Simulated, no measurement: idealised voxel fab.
Module name: voxel capacitor over wiring (process module)
The cross-section on display is named cut; it measures 275 nm wide, and its cells are 5 nm squares.
If you're reading a cross-section in this doc, picture square cells in a grid; it comes to you as bands, top ones listed first down to the bottom, and a band can be one or more rows of cells.
First you get the band's top height and its bottom height, in nm, and then the materials it's made of, left to right, with each width in nm. If you see a single material with "edge to edge", that one covers the band edge to edge. "empty" is empty space.
The reference from which all heights are counted is 0, the level beneath which the as-received wafer is entirely one material; the lowest band, having no lower bound, proceeds downward and is written after the example "from 0 down".
Graded width ("30..40"): value in top row of band = first number; value in bottom row = second number; row-to-row change constant.
The cross-section has no changed cell in any step marked "nothing was modified".
"Closed void inventory" lists enclosed empty spaces (at least 8 cells, no open path upward to the top), each as width x height at distance from the left edge, in nm.
Past the settings on a step's line: simulator remark, on that step.
overlay nm: on a step with a mask, how far right of its planned place the mask lay; negative means left.
INTENDED PROCESS STEPS
1: RECEIVE [material Si]
2: CONFORMAL_DEP [material SiO2] [thk nm 15]
3: DIRECTIONAL_DEP [material TiN] [thk nm 5]
4: DIRECTIONAL_DEP [material W] [thk nm 20]
5: MASKED_ETCH [tone cover] [mask id METAL_1] [width nm 30] [pitch nm 90] [etch materials W] [depth nm 20] [overlay nm 0]
6: MASKED_ETCH [tone cover] [mask id METAL_1] [width nm 30] [pitch nm 90] [etch materials TiN] [depth nm 5] [overlay nm 0]
7: CONFORMAL_DEP [material SiN] [thk nm 5]
8: FILL_DEP [material lowk] [thk nm 10]
9: CMP [height nm 40]
10: CONFORMAL_DEP [material SiCN] [thk nm 5]
11: DIRECTIONAL_DEP [material lowk] [thk nm 15]
12: MASKED_ETCH [tone open] [mask id PLUG_1] [width nm 15] [etch materials lowk] [depth nm 15] [overlay nm 0]
13: MASKED_ETCH [tone open] [mask id PLUG_1] [width nm 15] [etch materials SiCN] [depth nm 5] [overlay nm 0]
14: EPI [material Ru] [thk nm 10]
15: EPI [material Ru] [thk nm 10]
16: DIRECTIONAL_DEP [material TiN] [thk nm 10]
17: DIRECTIONAL_DEP [material HfO2] [thk nm 5]
18: DIRECTIONAL_DEP [material TiN] [thk nm 10]
19: MASKED_ETCH [tone cover] [mask id UPPER_PLATE] [width nm 65] [etch materials TiN] [depth nm 10] [overlay nm 0]
20: MASKED_ETCH [tone cover] [mask id UPPER_PLATE] [width nm 65] [etch materials HfO2] [depth nm 5] [overlay nm 0]
21: PATTERN [tone cover] [mask id LOWER_PLATE] [material resist] [width nm 75] [thk nm 20] [overlay nm 0]
22: DIRECTIONAL_ETCH [etch materials TiN] [depth nm 10]
23: STRIP [etch materials resist]
24: FILL_DEP [material SiO2] [thk nm 15]
25: CMP [height nm 95]
26: DIRECTIONAL_DEP [material aC] [thk nm 10]
27: PATTERN [tone open] [mask id PLUG_2] [material resist] [width nm 15] [thk nm 30] [overlay nm 0]
28: DIRECTIONAL_ETCH [etch materials aC] [depth nm 10]
29: STRIP [etch materials resist]
30: DIRECTIONAL_ETCH [etch materials SiO2] [depth nm 10]
31: STRIP [etch materials aC]
32: CONFORMAL_DEP [material TiN] [thk nm 5]
33: FILL_DEP [material Ru] [thk nm 5]
34: CMP [height nm 95]
35: CONFORMAL_DEP [material SiN] [thk nm 5]
AS RECEIVED, AFTER STEP 1
- from 0 down | Si edge to edge
- Closed void inventory: none
WAFER AT MODULE END, IN SECTION. BEGAN AS ABOVE, PLANNED AS ABOVE, RUN WITH ONE MISTAKE
- from 100 to 95 | SiN edge to edge
- from 95 to 90 | 100 SiO2 | 5 TiN | 5 Ru | 5 TiN | 160 SiO2
- from 90 to 85 | 100 SiO2 | 15 TiN | 160 SiO2
- from 85 to 75 | 90 SiO2 | 65 TiN | 120 SiO2
- from 75 to 70 | 90 SiO2 | 65 HfO2 | 120 SiO2
- from 70 to 60 | 85 SiO2 | 75 TiN | 115 SiO2
- from 60 to 45 | 90 lowk | 15 Ru | 170 lowk
- from 45 to 40 | 90 SiCN | 15 Ru | 170 SiCN
- from 40 to 35 | 70 lowk | 5 SiN | 30 W | 5 SiN | 50 lowk | 5 SiN | 30 W | 5 SiN | 75 lowk
- from 35 to 30 | 75 SiN | 30 TiN | 60 SiN | 30 TiN | 80 SiN
- from 30 to 0 | SiO2 edge to edge
- from 0 down | Si edge to edge
- Closed void inventory: none
In executing the process, a mistake was made relative to the plan: step 2 of the plan was twice carried out
